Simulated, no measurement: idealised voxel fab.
process module | voxel transistor to metal
FYI the section here is cut, 200 nm wide, cells are 5 nm squares.
Throughout this document, each cross-section is represented as a grid of square cells and is presented as a sequence of bands enumerated from the top downward, where a band comprises one or more rows of cells. Band entry format. Leading values: height of top, height of bottom, nm. Remainder: materials in left-to-right order, each with its width in nm. Special words: "edge to edge" on a single material, which then fills the band edge to edge; "empty", empty space. Height 0 is the level under which the wafer as received is all one material. The lowest band goes on downwards, as in "0 down". Width "30->40": first value at the band's top row of cells, second value at its bottom row, equal change from row to row. Step note "stayed the same" = no cross-section cell changed. If an empty space has no open way to the top and is at least 8 cells in size, "Unvented internal voids" lists it, written width x height at distance, where distance is measured from the left edge and every value is in nm. If you see something after the settings on a step's line, that's the simulator's own remark about that step. For masked steps, "overlay nm" on the step line gives how far right of plan the mask actually lay; a minus sign means it lay to the left.

Steps in the process plan
1 RECEIVE (material Si)
2 OXIDIZE (depth nm 5)
3 CONFORMAL_DEP (material SiN; thk nm 15)
4 PATTERN (tone cover; mask id ACTIVE; material resist; width nm 125; thk nm 15; overlay nm 0)
5 DIRECTIONAL_ETCH (etch materials SiN; depth nm 15)
6 DIRECTIONAL_ETCH (etch materials SiO2; depth nm 5)
7 DIRECTIONAL_ETCH (etch materials Si; depth nm 25)
8 STRIP (etch materials resist)
9 OXIDIZE (depth nm 5)
10 FILL_DEP (material SiO2; thk nm 10)
11 CMP (height nm 15)
12 SELECTIVE_ETCH (etch materials SiO2; depth nm 10)
13 STRIP (etch materials SiN)
14 SELECTIVE_ETCH (etch materials SiO2; depth nm 5)
15 OXIDIZE (depth nm 5)
16 DIRECTIONAL_DEP (material polySi; thk nm 20)
17 DIRECTIONAL_DEP (material SiCN; thk nm 15)
18 PATTERN (tone cover; mask id GATE; material resist; width nm 35; thk nm 15; overlay nm 0)
19 DIRECTIONAL_ETCH (etch materials SiCN; depth nm 25)
20 DIRECTIONAL_ETCH (etch materials polySi; depth nm 30)
21 STRIP (etch materials resist)
22 CONFORMAL_DEP (material SiN; thk nm 10)
23 DIRECTIONAL_ETCH (etch materials SiN; depth nm 10)
24 DIRECTIONAL_ETCH (etch materials SiO2; depth nm 5)
25 DIRECTIONAL_ETCH (etch materials Si; depth nm 10)
26 EPI (material SiGe; thk nm 10)
27 FILL_DEP (material SiO2; thk nm 5)
28 CMP (height nm 15)
29 STRIP (etch materials polySi)
30 SELECTIVE_ETCH (etch materials SiO2; depth nm 5)
31 CONFORMAL_DEP (material HfO2; thk nm 5)
32 CONFORMAL_DEP (material TiN; thk nm 5)
33 FILL_DEP (material W; thk nm 10)
34 CMP (height nm 10)
35 DIRECTIONAL_DEP (material SiO2; thk nm 10)
36 MASKED_ETCH (tone open; mask id CONTACT; width nm 15; pitch nm 90; etch materials SiO2; depth nm 30; overlay nm 0)
37 CONFORMAL_DEP (material TiN; thk nm 5)
38 FILL_DEP (material W; thk nm 10)
39 CMP (height nm 20)
40 CONFORMAL_DEP (material SiN; thk nm 5)
41 DIRECTIONAL_DEP (material SiO2; thk nm 20)
42 PATTERN (tone open; mask id METAL_1; material resist; width nm 15; pitch nm 90; thk nm 20; overlay nm 0)
43 DIRECTIONAL_ETCH (etch materials SiO2; depth nm 20)
44 DIRECTIONAL_ETCH (etch materials SiN; depth nm 5)
45 STRIP (etch materials resist)
46 CONFORMAL_DEP (material TiN; thk nm 5)
47 FILL_DEP (material Cu; thk nm 5)
48 CMP (height nm 45)
49 CONFORMAL_DEP (material SiN; thk nm 5)

First of the two wafers, run per plan

So this is the incoming wafer in cross-section - it's already been through step 1
  0 down  Si edge to edge
  Unvented internal voids: none

After step 2, in cross-section
  0 to -5  SiO2 edge to edge
  Below -5, the layers are the same as they were.

After step 3, in cross-section
  15 to 0  SiN edge to edge
  Below 0, the layers are the same as they were.

After step 4, in cross-section
  30 to 15  empty (35), resist (125), empty (40)
  Below 15, the layers are the same as they were.

After step 5, in cross-section
  30 to 15  empty (35), resist (125), empty (40)
  15 to 0  empty (35), SiN (125), empty (40)
  Below 0, the layers are the same as they were.

After step 6, in cross-section
  30 to 15  empty (35), resist (125), empty (40)
  15 to 0  empty (35), SiN (125), empty (40)
  0 to -5  empty (35), SiO2 (125), empty (40)
  Below -5, the layers are the same as they were.

After step 7, in cross-section
  30 to 15  empty (35), resist (125), empty (40)
  15 to 0  empty (35), SiN (125), empty (40)
  0 to -5  empty (35), SiO2 (125), empty (40)
  -5 to -30  empty (35), Si (125), empty (40)
  Below -30, the layers are the same as they were.

After step 8, in cross-section
  15 to 0  empty (35), SiN (125), empty (40)
  Below 0, the layers are the same as they were.

After step 9, in cross-section
  15 to 0  empty (35), SiN (125), empty (40)
  0 to -5  empty (35), SiO2 (125), empty (40)
  -5 to -30  empty (35), SiO2 (5), Si (115), SiO2 (5), empty (40)
  -30 to -35  SiO2 (40), Si (115), SiO2 (45)
  Below -35, the layers are the same as they were.

After step 10, in cross-section
  25 to 15  SiO2 edge to edge
  15 to 0  SiO2 (35), SiN (125), SiO2 (40)
  0 to -5  SiO2 edge to edge
  -5 to -35  SiO2 (40), Si (115), SiO2 (45)
  Below -35, the layers are the same as they were.

After step 11, in cross-section
  15 to 0  SiO2 (35), SiN (125), SiO2 (40)
  Below 0, the layers are the same as they were.

After step 12, in cross-section
  15 to 5  empty (35), SiN (125), empty (40)
  Below 5, the layers are the same as they were.

After step 13, in cross-section
  5 to 0  SiO2 (35), empty (125), SiO2 (40)
  Below 0, the layers are the same as they were.

After step 14, in cross-section
  0 to -5  SiO2 (30), empty (135), SiO2 (35)
  Below -5, the layers are the same as they were.

After step 15, in cross-section
  0 to -5  SiO2 (30), empty (135), SiO2 (35)
  -5 to -10  SiO2 edge to edge
  Below -10, the layers are the same as they were.

After step 16, in cross-section
  20 to 15  polySi (30), empty (135), polySi (35)
  15 to 0  polySi edge to edge
  0 to -5  SiO2 (30), polySi (135), SiO2 (35)
  Below -5, the layers are the same as they were.

After step 17, in cross-section
  35 to 30  SiCN (30), empty (135), SiCN (35)
  30 to 20  SiCN edge to edge
  20 to 15  polySi (30), SiCN (135), polySi (35)
  Below 15, the layers are the same as they were.

After step 18, in cross-section
  50 to 35  empty (80), resist (35), empty (85)
  35 to 30  SiCN (30), empty (50), resist (35), empty (50), SiCN (35)
  Below 30, the layers are the same as they were.

After step 19, in cross-section
  50 to 30  empty (80), resist (35), empty (85)
  30 to 20  empty (80), SiCN (35), empty (85)
  20 to 15  polySi (30), empty (50), SiCN (35), empty (50), polySi (35)
  Below 15, the layers are the same as they were.

After step 20, in cross-section
  50 to 30  empty (80), resist (35), empty (85)
  30 to 15  empty (80), SiCN (35), empty (85)
  15 to 0  empty (80), polySi (35), empty (85)
  0 to -5  SiO2 (30), empty (50), polySi (35), empty (50), SiO2 (35)
  Below -5, the layers are the same as they were.

After step 21, in cross-section
  30 to 15  empty (80), SiCN (35), empty (85)
  Below 15, the layers are the same as they were.

After step 22, in cross-section
  40 to 30  empty (70), SiN (55), empty (75)
  30 to 15  empty (70), SiN (10), SiCN (35), SiN (10), empty (75)
  15 to 10  empty (70), SiN (10), polySi (35), SiN (10), empty (75)
  10 to 5  SiN (40), empty (30), SiN (10), polySi (35), SiN (10), empty (30), SiN (45)
  5 to 0  SiN (80), polySi (35), SiN (85)
  0 to -5  SiO2 (30), SiN (50), polySi (35), SiN (50), SiO2 (35)
  Below -5, the layers are the same as they were.

After step 23, in cross-section
  30 to 15  empty (70), SiN (10), SiCN (35), SiN (10), empty (75)
  15 to 0  empty (70), SiN (10), polySi (35), SiN (10), empty (75)
  0 to -5  SiO2 (30), SiN (10), empty (30), SiN (10), polySi (35), SiN (10), empty (30), SiN (10), SiO2 (35)
  Below -5, the layers are the same as they were.

After step 24, in cross-section
  30 to 15  empty (70), SiN (10), SiCN (35), SiN (10), empty (75)
  15 to 0  empty (70), SiN (10), polySi (35), SiN (10), empty (75)
  0 to -5  empty (30), SiN (10), empty (30), SiN (10), polySi (35), SiN (10), empty (30), SiN (10), empty (35)
  -5 to -10  SiO2 (40), empty (30), SiO2 (55), empty (30), SiO2 (45)
  Below -10, the layers are the same as they were.

After step 25, in cross-section
  30 to 15  empty (70), SiN (10), SiCN (35), SiN (10), empty (75)
  15 to 0  empty (70), SiN (10), polySi (35), SiN (10), empty (75)
  0 to -5  empty (30), SiN (10), empty (30), SiN (10), polySi (35), SiN (10), empty (30), SiN (10), empty (35)
  -5 to -10  SiO2 (40), empty (30), SiO2 (55), empty (30), SiO2 (45)
  -10 to -20  SiO2 (40), empty (30), Si (55), empty (30), SiO2 (45)
  Below -20, the layers are the same as they were.

After step 26, in cross-section
  30 to 15  empty (70), SiN (10), SiCN (35), SiN (10), empty (75)
  15 to 0  empty (70), SiN (10), polySi (35), SiN (10), empty (75)
  0 to -5  empty (30), SiN (10), empty (20), SiGe (10), SiN (10), polySi (35), SiN (10), SiGe (10), empty (20), SiN (10), empty (35)
  -5 to -10  SiO2 (40), empty (20), SiGe (10), SiO2 (55), SiGe (10), empty (20), SiO2 (45)
  -10 to -20  SiO2 (40), SiGe (30), Si (55), SiGe (30), SiO2 (45)
  Below -20, the layers are the same as they were.

After step 27, in cross-section
  35 to 30  SiO2 edge to edge
  30 to 15  SiO2 (70), SiN (10), SiCN (35), SiN (10), SiO2 (75)
  15 to 0  SiO2 (70), SiN (10), polySi (35), SiN (10), SiO2 (75)
  0 to -5  SiO2 (30), SiN (10), SiO2 (20), SiGe (10), SiN (10), polySi (35), SiN (10), SiGe (10), SiO2 (20), SiN (10), SiO2 (35)
  -5 to -10  SiO2 (60), SiGe (10), SiO2 (55), SiGe (10), SiO2 (65)
  Below -10, the layers are the same as they were.

After step 28, in cross-section
  15 to 0  SiO2 (70), SiN (10), polySi (35), SiN (10), SiO2 (75)
  Below 0, the layers are the same as they were.

After step 29, in cross-section
  15 to 0  SiO2 (70), SiN (10), empty (35), SiN (10), SiO2 (75)
  0 to -5  SiO2 (30), SiN (10), SiO2 (20), SiGe (10), SiN (10), empty (35), SiN (10), SiGe (10), SiO2 (20), SiN (10), SiO2 (35)
  Below -5, the layers are the same as they were.

After step 30, in cross-section
  15 to 10  empty (70), SiN (10), empty (35), SiN (10), empty (75)
  10 to 0  SiO2 (70), SiN (10), empty (35), SiN (10), SiO2 (75)
  0 to -5  SiO2 (30), SiN (10), SiO2 (20), SiGe (10), SiN (10), empty (35), SiN (10), SiGe (10), SiO2 (20), SiN (10), SiO2 (35)
  -5 to -10  SiO2 (60), SiGe (10), SiO2 (5), empty (45), SiO2 (5), SiGe (10), SiO2 (65)
  Below -10, the layers are the same as they were.

After step 31, in cross-section
  20 to 15  empty (65), HfO2 (20), empty (25), HfO2 (20), empty (70)
  15 to 10  HfO2 (70), SiN (10), HfO2 (5), empty (25), HfO2 (5), SiN (10), HfO2 (75)
  10 to 0  SiO2 (70), SiN (10), HfO2 (5), empty (25), HfO2 (5), SiN (10), SiO2 (75)
  0 to -5  SiO2 (30), SiN (10), SiO2 (20), SiGe (10), SiN (10), HfO2 (5), empty (25), HfO2 (5), SiN (10), SiGe (10), SiO2 (20), SiN (10), SiO2 (35)
  -5 to -10  SiO2 (60), SiGe (10), SiO2 (5), HfO2 (45), SiO2 (5), SiGe (10), SiO2 (65)
  Below -10, the layers are the same as they were.

After step 32, in cross-section
  25 to 20  empty (60), TiN (30), empty (15), TiN (30), empty (65)
  20 to 15  TiN (65), HfO2 (20), TiN (5), empty (15), TiN (5), HfO2 (20), TiN (70)
  15 to 10  HfO2 (70), SiN (10), HfO2 (5), TiN (5), empty (15), TiN (5), HfO2 (5), SiN (10), HfO2 (75)
  10 to 0  SiO2 (70), SiN (10), HfO2 (5), TiN (5), empty (15), TiN (5), HfO2 (5), SiN (10), SiO2 (75)
  0 to -5  SiO2 (30), SiN (10), SiO2 (20), SiGe (10), SiN (10), HfO2 (5), TiN (25), HfO2 (5), SiN (10), SiGe (10), SiO2 (20), SiN (10), SiO2 (35)
  Below -5, the layers are the same as they were.

After step 33, in cross-section
  35 to 25  W edge to edge
  25 to 20  W (60), TiN (30), W (15), TiN (30), W (65)
  20 to 15  TiN (65), HfO2 (20), TiN (5), W (15), TiN (5), HfO2 (20), TiN (70)
  15 to 10  HfO2 (70), SiN (10), HfO2 (5), TiN (5), W (15), TiN (5), HfO2 (5), SiN (10), HfO2 (75)
  10 to 0  SiO2 (70), SiN (10), HfO2 (5), TiN (5), W (15), TiN (5), HfO2 (5), SiN (10), SiO2 (75)
  Below 0, the layers are the same as they were.

After step 34, in cross-section
  10 to 0  SiO2 (70), SiN (10), HfO2 (5), TiN (5), W (15), TiN (5), HfO2 (5), SiN (10), SiO2 (75)
  Below 0, the layers are the same as they were.

After step 35, in cross-section
  20 to 10  SiO2 edge to edge
  Below 10, the layers are the same as they were.

After step 36, in cross-section
  20 to 10  SiO2 (45), empty (15), SiO2 (75), empty (15), SiO2 (50)
  10 to 0  SiO2 (45), empty (15), SiO2 (10), SiN (10), HfO2 (5), TiN (5), W (15), TiN (5), HfO2 (5), SiN (10), SiO2 (10), empty (15), SiO2 (50)
  0 to -5  SiO2 (30), SiN (10), SiO2 (5), empty (15), SiGe (10), SiN (10), HfO2 (5), TiN (25), HfO2 (5), SiN (10), SiGe (10), empty (15), SiO2 (5), SiN (10), SiO2 (35)
  -5 to -10  SiO2 (45), empty (15), SiGe (10), SiO2 (5), HfO2 (45), SiO2 (5), SiGe (10), empty (15), SiO2 (50)
  Below -10, the layers are the same as they were.

After step 37, in cross-section
  25 to 20  TiN (50), empty (5), TiN (85), empty (5), TiN (55)
  20 to 10  SiO2 (45), TiN (5), empty (5), TiN (5), SiO2 (75), TiN (5), empty (5), TiN (5), SiO2 (50)
  10 to 0  SiO2 (45), TiN (5), empty (5), TiN (5), SiO2 (10), SiN (10), HfO2 (5), TiN (5), W (15), TiN (5), HfO2 (5), SiN (10), SiO2 (10), TiN (5), empty (5), TiN (5), SiO2 (50)
  0 to -5  SiO2 (30), SiN (10), SiO2 (5), TiN (5), empty (5), TiN (5), SiGe (10), SiN (10), HfO2 (5), TiN (25), HfO2 (5), SiN (10), SiGe (10), TiN (5), empty (5), TiN (5), SiO2 (5), SiN (10), SiO2 (35)
  -5 to -10  SiO2 (45), TiN (15), SiGe (10), SiO2 (5), HfO2 (45), SiO2 (5), SiGe (10), TiN (15), SiO2 (50)
  Below -10, the layers are the same as they were.

After step 38, in cross-section
  35 to 25  W edge to edge
  25 to 20  TiN (50), W (5), TiN (85), W (5), TiN (55)
  20 to 10  SiO2 (45), TiN (5), W (5), TiN (5), SiO2 (75), TiN (5), W (5), TiN (5), SiO2 (50)
  10 to 0  SiO2 (45), TiN (5), W (5), TiN (5), SiO2 (10), SiN (10), HfO2 (5), TiN (5), W (15), TiN (5), HfO2 (5), SiN (10), SiO2 (10), TiN (5), W (5), TiN (5), SiO2 (50)
  0 to -5  SiO2 (30), SiN (10), SiO2 (5), TiN (5), W (5), TiN (5), SiGe (10), SiN (10), HfO2 (5), TiN (25), HfO2 (5), SiN (10), SiGe (10), TiN (5), W (5), TiN (5), SiO2 (5), SiN (10), SiO2 (35)
  Below -5, the layers are the same as they were.

After step 39, in cross-section
  20 to 10  SiO2 (45), TiN (5), W (5), TiN (5), SiO2 (75), TiN (5), W (5), TiN (5), SiO2 (50)
  Below 10, the layers are the same as they were.

After step 40, in cross-section
  25 to 20  SiN edge to edge
  Below 20, the layers are the same as they were.

After step 41, in cross-section
  45 to 25  SiO2 edge to edge
  Below 25, the layers are the same as they were.

After step 42, in cross-section
  65 to 45  resist (45), empty (15), resist (75), empty (15), resist (50)
  Below 45, the layers are the same as they were.

After step 43, in cross-section
  65 to 45  resist (45), empty (15), resist (75), empty (15), resist (50)
  45 to 25  SiO2 (45), empty (15), SiO2 (75), empty (15), SiO2 (50)
  Below 25, the layers are the same as they were.

After step 44, in cross-section
  65 to 45  resist (45), empty (15), resist (75), empty (15), resist (50)
  45 to 25  SiO2 (45), empty (15), SiO2 (75), empty (15), SiO2 (50)
  25 to 20  SiN (45), empty (15), SiN (75), empty (15), SiN (50)
  Below 20, the layers are the same as they were.

After step 45, in cross-section
  45 to 25  SiO2 (45), empty (15), SiO2 (75), empty (15), SiO2 (50)
  Below 25, the layers are the same as they were.

After step 46, in cross-section
  50 to 45  TiN (50), empty (5), TiN (85), empty (5), TiN (55)
  45 to 25  SiO2 (45), TiN (5), empty (5), TiN (5), SiO2 (75), TiN (5), empty (5), TiN (5), SiO2 (50)
  25 to 20  SiN (45), TiN (15), SiN (75), TiN (15), SiN (50)
  Below 20, the layers are the same as they were.

After step 47, in cross-section
  55 to 50  Cu edge to edge
  50 to 45  TiN (50), Cu (5), TiN (85), Cu (5), TiN (55)
  45 to 25  SiO2 (45), TiN (5), Cu (5), TiN (5), SiO2 (75), TiN (5), Cu (5), TiN (5), SiO2 (50)
  Below 25, the layers are the same as they were.

After step 48, in cross-section
  45 to 25  SiO2 (45), TiN (5), Cu (5), TiN (5), SiO2 (75), TiN (5), Cu (5), TiN (5), SiO2 (50)
  Below 25, the layers are the same as they were.

After step 49, in cross-section
  50 to 45  SiN edge to edge
  Below 45, the layers are the same as they were.

The second wafer was prepared from the same starting point and under the same plan as the first; its processing contained one mistake, and it remains indistinguishable from the first wafer up to and including step 17

What the second wafer looks like in cross-section when step 18 should have wrapped up
  50 to 35  resist (80), empty (35), resist (85)
  35 to 30  SiCN (30), resist (50), empty (35), resist (50), SiCN (35)
  Below 30, the layers are the same as they were.

What the second wafer looks like in cross-section when step 19 should have wrapped up
  50 to 35  resist (80), empty (35), resist (85)
  35 to 30  SiCN (30), resist (50), empty (35), resist (50), SiCN (35)
  30 to 20  SiCN (80), empty (35), SiCN (85)
  20 to 15  polySi (30), SiCN (50), empty (35), SiCN (50), polySi (35)
  Below 15, the layers are the same as they were.

What the second wafer looks like in cross-section when step 20 should have wrapped up
  50 to 35  resist (80), empty (35), resist (85)
  35 to 30  SiCN (30), resist (50), empty (35), resist (50), SiCN (35)
  30 to 20  SiCN (80), empty (35), SiCN (85)
  20 to 15  polySi (30), SiCN (50), empty (35), SiCN (50), polySi (35)
  15 to 0  polySi (80), empty (35), polySi (85)
  0 to -5  SiO2 (30), polySi (50), empty (35), polySi (50), SiO2 (35)
  Below -5, the layers are the same as they were.

What the second wafer looks like in cross-section when step 21 should have wrapped up
  35 to 30  SiCN (30), empty (135), SiCN (35)
  Below 30, the layers are the same as they were.

What the second wafer looks like in cross-section when step 22 should have wrapped up
  45 to 35  SiN (40->90), empty (115->15), SiN (45->95)
  35 to 30  SiCN (30), SiN (60), empty (15), SiN (60), SiCN (35)
  30 to 20  SiCN (80), SiN (10), empty (15), SiN (10), SiCN (85)
  20 to 15  polySi (30), SiCN (50), SiN (10), empty (15), SiN (10), SiCN (50), polySi (35)
  15 to 5  polySi (80), SiN (10), empty (15), SiN (10), polySi (85)
  5 to 0  polySi (80), SiN (35), polySi (85)
  0 to -5  SiO2 (30), polySi (50), SiN (35), polySi (50), SiO2 (35)
  Below -5, the layers are the same as they were.

What the second wafer looks like in cross-section when step 23 should have wrapped up
  35 to 30  SiCN (30), SiN (10), empty (115), SiN (10), SiCN (35)
  30 to 20  SiCN (80), SiN (10), empty (15), SiN (10), SiCN (85)
  20 to 15  polySi (30), SiCN (50), SiN (10), empty (15), SiN (10), SiCN (50), polySi (35)
  15 to 0  polySi (80), SiN (10), empty (15), SiN (10), polySi (85)
  0 to -5  SiO2 (30), polySi (50), SiN (10), empty (15), SiN (10), polySi (50), SiO2 (35)
  Below -5, the layers are the same as they were.

What the second wafer looks like in cross-section when step 24 should have wrapped up
  35 to 30  SiCN (30), SiN (10), empty (115), SiN (10), SiCN (35)
  30 to 20  SiCN (80), SiN (10), empty (15), SiN (10), SiCN (85)
  20 to 15  polySi (30), SiCN (50), SiN (10), empty (15), SiN (10), SiCN (50), polySi (35)
  15 to 0  polySi (80), SiN (10), empty (15), SiN (10), polySi (85)
  0 to -5  SiO2 (30), polySi (50), SiN (10), empty (15), SiN (10), polySi (50), SiO2 (35)
  -5 to -10  SiO2 (90), empty (15), SiO2 (95)
  Below -10, the layers are the same as they were.

What the second wafer looks like in cross-section when step 25 should have wrapped up
  35 to 30  SiCN (30), SiN (10), empty (115), SiN (10), SiCN (35)
  30 to 20  SiCN (80), SiN (10), empty (15), SiN (10), SiCN (85)
  20 to 15  polySi (30), SiCN (50), SiN (10), empty (15), SiN (10), SiCN (50), polySi (35)
  15 to 0  polySi (80), SiN (10), empty (15), SiN (10), polySi (85)
  0 to -5  SiO2 (30), polySi (50), SiN (10), empty (15), SiN (10), polySi (50), SiO2 (35)
  -5 to -10  SiO2 (90), empty (15), SiO2 (95)
  -10 to -20  SiO2 (40), Si (50), empty (15), Si (50), SiO2 (45)
  Below -20, the layers are the same as they were.

What the second wafer looks like in cross-section when step 26 should have wrapped up
  35 to 30  SiCN (30), SiN (10), empty (115), SiN (10), SiCN (35)
  30 to 20  SiCN (80), SiN (10), empty (15), SiN (10), SiCN (85)
  20 to 15  polySi (30), SiCN (50), SiN (10), empty (15), SiN (10), SiCN (50), polySi (35)
  15 to 0  polySi (80), SiN (10), empty (15), SiN (10), polySi (85)
  0 to -5  SiO2 (30), polySi (50), SiN (10), SiGe (15), SiN (10), polySi (50), SiO2 (35)
  -5 to -10  SiO2 (90), SiGe (15), SiO2 (95)
  -10 to -20  SiO2 (40), Si (50), SiGe (15), Si (50), SiO2 (45)
  Below -20, the layers are the same as they were.

What the second wafer looks like in cross-section when step 27 should have wrapped up
  40 to 35  SiO2 edge to edge
  35 to 30  SiCN (30), SiN (10), SiO2 (115), SiN (10), SiCN (35)
  30 to 20  SiCN (80), SiN (10), SiO2 (15), SiN (10), SiCN (85)
  20 to 15  polySi (30), SiCN (50), SiN (10), SiO2 (15), SiN (10), SiCN (50), polySi (35)
  15 to 0  polySi (80), SiN (10), SiO2 (15), SiN (10), polySi (85)
  Below 0, the layers are the same as they were.

What the second wafer looks like in cross-section when step 28 should have wrapped up
  15 to 0  polySi (80), SiN (10), SiO2 (15), SiN (10), polySi (85)
  Below 0, the layers are the same as they were.

What the second wafer looks like in cross-section when step 29 should have wrapped up
  15 to 0  empty (80), SiN (10), SiO2 (15), SiN (10), empty (85)
  0 to -5  SiO2 (30), empty (50), SiN (10), SiGe (15), SiN (10), empty (50), SiO2 (35)
  Below -5, the layers are the same as they were.

What the second wafer looks like in cross-section when step 30 should have wrapped up
  15 to 10  empty (80), SiN (10), empty (15), SiN (10), empty (85)
  10 to 0  empty (80), SiN (10), SiO2 (15), SiN (10), empty (85)
  0 to -5  empty (80), SiN (10), SiGe (15), SiN (10), empty (85)
  -5 to -10  SiO2 (25), empty (60), SiO2 (5), SiGe (15), SiO2 (5), empty (60), SiO2 (30)
  Below -10, the layers are the same as they were.

What the second wafer looks like in cross-section when step 31 should have wrapped up
  20 to 15  empty (75), HfO2 (20), empty (5), HfO2 (20), empty (80)
  15 to 10  empty (75), HfO2 (5), SiN (10), HfO2 (15), SiN (10), HfO2 (5), empty (80)
  10 to 0  empty (75), HfO2 (5), SiN (10), SiO2 (15), SiN (10), HfO2 (5), empty (80)
  0 to -5  HfO2 (30), empty (45), HfO2 (5), SiN (10), SiGe (15), SiN (10), HfO2 (5), empty (45), HfO2 (35)
  -5 to -10  SiO2 (25), HfO2 (60), SiO2 (5), SiGe (15), SiO2 (5), HfO2 (60), SiO2 (30)
  Below -10, the layers are the same as they were.

What the second wafer looks like in cross-section when step 32 should have wrapped up
  25 to 20  empty (70), TiN (55), empty (75)
  20 to 15  empty (70), TiN (5), HfO2 (20), TiN (5), HfO2 (20), TiN (5), empty (75)
  15 to 10  empty (70), TiN (5), HfO2 (5), SiN (10), HfO2 (15), SiN (10), HfO2 (5), TiN (5), empty (75)
  10 to 5  empty (70), TiN (5), HfO2 (5), SiN (10), SiO2 (15), SiN (10), HfO2 (5), TiN (5), empty (75)
  5 to 0  TiN (35), empty (35), TiN (5), HfO2 (5), SiN (10), SiO2 (15), SiN (10), HfO2 (5), TiN (5), empty (35), TiN (40)
  0 to -5  HfO2 (30), TiN (45), HfO2 (5), SiN (10), SiGe (15), SiN (10), HfO2 (5), TiN (45), HfO2 (35)
  Below -5, the layers are the same as they were.

What the second wafer looks like in cross-section when step 33 should have wrapped up
  35 to 25  W edge to edge
  25 to 20  W (70), TiN (55), W (75)
  20 to 15  W (70), TiN (5), HfO2 (20), TiN (5), HfO2 (20), TiN (5), W (75)
  15 to 10  W (70), TiN (5), HfO2 (5), SiN (10), HfO2 (15), SiN (10), HfO2 (5), TiN (5), W (75)
  10 to 5  W (70), TiN (5), HfO2 (5), SiN (10), SiO2 (15), SiN (10), HfO2 (5), TiN (5), W (75)
  5 to 0  TiN (35), W (35), TiN (5), HfO2 (5), SiN (10), SiO2 (15), SiN (10), HfO2 (5), TiN (5), W (35), TiN (40)
  Below 0, the layers are the same as they were.

What the second wafer looks like in cross-section when step 34 should have wrapped up
  10 to 5  W (70), TiN (5), HfO2 (5), SiN (10), SiO2 (15), SiN (10), HfO2 (5), TiN (5), W (75)
  Below 5, the layers are the same as they were.

What the second wafer looks like in cross-section when step 35 should have wrapped up
  20 to 10  SiO2 edge to edge
  Below 10, the layers are the same as they were.

What the second wafer looks like in cross-section when step 36 should have wrapped up
  20 to 10  SiO2 (45), empty (15), SiO2 (75), empty (15), SiO2 (50)
  Below 10, the layers are the same as they were.

What the second wafer looks like in cross-section when step 37 should have wrapped up
  25 to 20  TiN (50), empty (5), TiN (85), empty (5), TiN (55)
  20 to 15  SiO2 (45), TiN (5), empty (5), TiN (5), SiO2 (75), TiN (5), empty (5), TiN (5), SiO2 (50)
  15 to 10  SiO2 (45), TiN (15), SiO2 (75), TiN (15), SiO2 (50)
  Below 10, the layers are the same as they were.

What the second wafer looks like in cross-section when step 38 should have wrapped up
  35 to 25  W edge to edge
  25 to 20  TiN (50), W (5), TiN (85), W (5), TiN (55)
  20 to 15  SiO2 (45), TiN (5), W (5), TiN (5), SiO2 (75), TiN (5), W (5), TiN (5), SiO2 (50)
  Below 15, the layers are the same as they were.

What the second wafer looks like in cross-section when step 39 should have wrapped up
  20 to 15  SiO2 (45), TiN (5), W (5), TiN (5), SiO2 (75), TiN (5), W (5), TiN (5), SiO2 (50)
  Below 15, the layers are the same as they were.

What the second wafer looks like in cross-section when step 40 should have wrapped up
  25 to 20  SiN edge to edge
  Below 20, the layers are the same as they were.

What the second wafer looks like in cross-section when step 41 should have wrapped up
  45 to 25  SiO2 edge to edge
  Below 25, the layers are the same as they were.

What the second wafer looks like in cross-section when step 42 should have wrapped up
  65 to 45  resist (45), empty (15), resist (75), empty (15), resist (50)
  Below 45, the layers are the same as they were.

What the second wafer looks like in cross-section when step 43 should have wrapped up
  65 to 45  resist (45), empty (15), resist (75), empty (15), resist (50)
  45 to 25  SiO2 (45), empty (15), SiO2 (75), empty (15), SiO2 (50)
  Below 25, the layers are the same as they were.

What the second wafer looks like in cross-section when step 44 should have wrapped up
  65 to 45  resist (45), empty (15), resist (75), empty (15), resist (50)
  45 to 25  SiO2 (45), empty (15), SiO2 (75), empty (15), SiO2 (50)
  25 to 20  SiN (45), empty (15), SiN (75), empty (15), SiN (50)
  Below 20, the layers are the same as they were.

What the second wafer looks like in cross-section when step 45 should have wrapped up
  45 to 25  SiO2 (45), empty (15), SiO2 (75), empty (15), SiO2 (50)
  Below 25, the layers are the same as they were.

What the second wafer looks like in cross-section when step 46 should have wrapped up
  50 to 45  TiN (50), empty (5), TiN (85), empty (5), TiN (55)
  45 to 25  SiO2 (45), TiN (5), empty (5), TiN (5), SiO2 (75), TiN (5), empty (5), TiN (5), SiO2 (50)
  25 to 20  SiN (45), TiN (15), SiN (75), TiN (15), SiN (50)
  Below 20, the layers are the same as they were.

What the second wafer looks like in cross-section when step 47 should have wrapped up
  55 to 50  Cu edge to edge
  50 to 45  TiN (50), Cu (5), TiN (85), Cu (5), TiN (55)
  45 to 25  SiO2 (45), TiN (5), Cu (5), TiN (5), SiO2 (75), TiN (5), Cu (5), TiN (5), SiO2 (50)
  Below 25, the layers are the same as they were.

What the second wafer looks like in cross-section when step 48 should have wrapped up
  45 to 25  SiO2 (45), TiN (5), Cu (5), TiN (5), SiO2 (75), TiN (5), Cu (5), TiN (5), SiO2 (50)
  Below 25, the layers are the same as they were.

What the second wafer looks like in cross-section when step 49 should have wrapped up
  50 to 45  SiN edge to edge
  Below 45, the layers are the same as they were.
What was done differently from what was planned? heads up, step 18 didn't go per plan, it actually ran as PATTERN (tone open; mask id GATE; material resist; width nm 35; thk nm 15; overlay nm 0)
The second wafer ends with more or fewer cells of some materials than the first, per final count: 28 more of HfO2 | 18 more of Si | 20 fewer of SiGe | 4 fewer of SiN | 63 fewer of SiO2 | 12 more of TiN | 29 more of W
